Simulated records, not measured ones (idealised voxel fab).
Process module heading - voxel transistor to metal
Square cells of 5 nm make up the cross-section cut, whose width is 210 nm.
Cross-section layout: square cells on a grid; listed as bands, top to bottom; a band spans one or more cell rows. The entry gives the band's vertical extent as a top height and a bottom height in nm, then its horizontal make-up as materials from left to right, each with a width in nm. "empty" stands for empty space; a single material marked "everywhere" fills the band edge to edge. We count height from 0. Below that, the starting wafer is all one material. The lowest band never ends at the bottom but goes on down; see "0 nm and below" for how that is written. Quick explanation for "30->40": the width changes in equal steps down the rows of cells, from the first number in the band's top row to the second number in its bottom row. The designation "nothing different", where it is given for a processing step, indicates that no cell of the cross-section was altered in the course of that step. The label "Sealed internal cavities" introduces a list of the empty spaces, 8 cells or larger, that have no open way up to the top; each entry in it reads width x height at distance, where the distance is taken from the left edge and all three are stated in nm. On each step's line, the part that comes after the settings is the simulator's own comment on the step. The line of a step may include "overlay nm". On a step with a mask, this value is how far to the right of its planned place the mask lay. A negative value means the mask lay to the left.

## Planned process steps
- 1: RECEIVE,material Si
- 2: CONFORMAL_DEP,material SiO2,thk nm 5
- 3: CONFORMAL_DEP,material SiN,thk nm 15
- 4: MASKED_ETCH,tone cover,mask id ACTIVE,width nm 120,etch materials SiN,depth nm 15,overlay nm 0
- 5: MASKED_ETCH,tone cover,mask id ACTIVE,width nm 110,etch materials SiO2,depth nm 5,overlay nm 0
- 6: MASKED_ETCH,tone cover,mask id ACTIVE,width nm 120,etch materials Si,depth nm 35,overlay nm 0
- 7: FILL_DEP,material SiO2,thk nm 10
- 8: CMP,height nm 20
- 9: SELECTIVE_ETCH,etch materials SiO2,depth nm 5
- 10: STRIP,etch materials SiN
- 11: SELECTIVE_ETCH,etch materials SiO2,depth nm 5
- 12: OXIDIZE,depth nm 5
- 13: DIRECTIONAL_DEP,material polySi,thk nm 25
- 14: DIRECTIONAL_DEP,material SiCN,thk nm 15
- 15: MASKED_ETCH,tone cover,mask id GATE,width nm 30,etch materials SiCN,depth nm 25,overlay nm 0
- 16: MASKED_ETCH,tone cover,mask id GATE,width nm 30,etch materials polySi,depth nm 35,overlay nm 0
- 17: CONFORMAL_DEP,material SiN,thk nm 10
- 18: DIRECTIONAL_ETCH,etch materials SiN,depth nm 10
- 19: DIRECTIONAL_ETCH,etch materials SiO2,depth nm 5
- 20: EPI,material SiGe,thk nm 5
- 21: FILL_DEP,material SiO2,thk nm 10
- 22: CMP,height nm 25
- 23: STRIP,etch materials polySi
- 24: SELECTIVE_ETCH,etch materials SiO2,depth nm 5
- 25: CONFORMAL_DEP,material HfO2,thk nm 5
- 26: CONFORMAL_DEP,material TiN,thk nm 5
- 27: FILL_DEP,material W,thk nm 10
- 28: CMP,height nm 20
- 29: DIRECTIONAL_DEP,material SiO2,thk nm 15
- 30: PATTERN,tone open,mask id CONTACT,material resist,width nm 15,pitch nm 85,thk nm 15,overlay nm 0
- 31: DIRECTIONAL_ETCH,etch materials SiO2,depth nm 35
- 32: STRIP,etch materials resist
- 33: CONFORMAL_DEP,material TiN,thk nm 5
- 34: FILL_DEP,material W,thk nm 5
- 35: CMP,height nm 35
- 36: CONFORMAL_DEP,material SiCN,thk nm 5
- 37: DIRECTIONAL_DEP,material SiO2,thk nm 15
- 38: MASKED_ETCH,tone open,mask id METAL_1,width nm 15,pitch nm 85,etch materials SiO2,depth nm 15,overlay nm 0
- 39: MASKED_ETCH,tone open,mask id METAL_1,width nm 15,pitch nm 85,etch materials SiCN,depth nm 5,overlay nm 0
- 40: CONFORMAL_DEP,material TiN,thk nm 5
- 41: FILL_DEP,material Cu,thk nm 10
- 42: CMP,height nm 55
- 43: CONFORMAL_DEP,material SiCN,thk nm 5
- 44: DIRECTIONAL_DEP,material SiO2,thk nm 30
- 45: DIRECTIONAL_DEP,material aC,thk nm 15
- 46: PATTERN,tone open,mask id METAL_2,material resist,width nm 15,pitch nm 85,thk nm 35,overlay nm 0
- 47: DIRECTIONAL_ETCH,etch materials aC,depth nm 15
- 48: STRIP,etch materials resist
- 49: DIRECTIONAL_ETCH,etch materials SiO2,depth nm 15
- 50: STRIP,etch materials aC
- 51: PATTERN,tone open,mask id METAL_2_HOLES,material resist,width nm 15,pitch nm 85,thk nm 20,overlay nm 0
- 52: DIRECTIONAL_ETCH,etch materials SiO2,depth nm 15
- 53: DIRECTIONAL_ETCH,etch materials SiCN,depth nm 5
- 54: STRIP,etch materials resist
- 55: CONFORMAL_DEP,material TiN,thk nm 5
- 56: FILL_DEP,material Cu,thk nm 10
- 57: CMP,height nm 90
- 58: CONFORMAL_DEP,material SiN,thk nm 5
It is noted that the wafers described herein are identical at the outset and are distinguished by the width nm of step 5; the value stated in the plan corresponds to the first wafer.

## Cross-section, first of several wafers, as delivered after step 1
* 0 nm and below | Si everywhere
* Sealed internal cavities: none

## wafer rows; end of module; cells per material since receipt: (+) gained, (-) lost; then closed voids
width nm 110; +18 Cu; +16 HfO2; -150 Si; +72 SiCN; +12 SiGe; +66 SiN; +658 SiO2; +88 TiN; +18 W; Sealed internal cavities: none
width nm 115; +18 Cu; +16 HfO2; -150 Si; +72 SiCN; +12 SiGe; +66 SiN; +658 SiO2; +88 TiN; +18 W; Sealed internal cavities: none
width nm 120; +18 Cu; +16 HfO2; -150 Si; +72 SiCN; +12 SiGe; +66 SiN; +658 SiO2; +88 TiN; +18 W; Sealed internal cavities: none
width nm 125; +18 Cu; +16 HfO2; -144 Si; +72 SiCN; +12 SiGe; +66 SiN; +652 SiO2; +88 TiN; +18 W; Sealed internal cavities: none
width nm 130; +18 Cu; +16 HfO2; -138 Si; +72 SiCN; +12 SiGe; +66 SiN; +646 SiO2; +88 TiN; +18 W; Sealed internal cavities: none
width nm 135; +18 Cu; +16 HfO2; -132 Si; +72 SiCN; +12 SiGe; +66 SiN; +640 SiO2; +88 TiN; +18 W; Sealed internal cavities: none
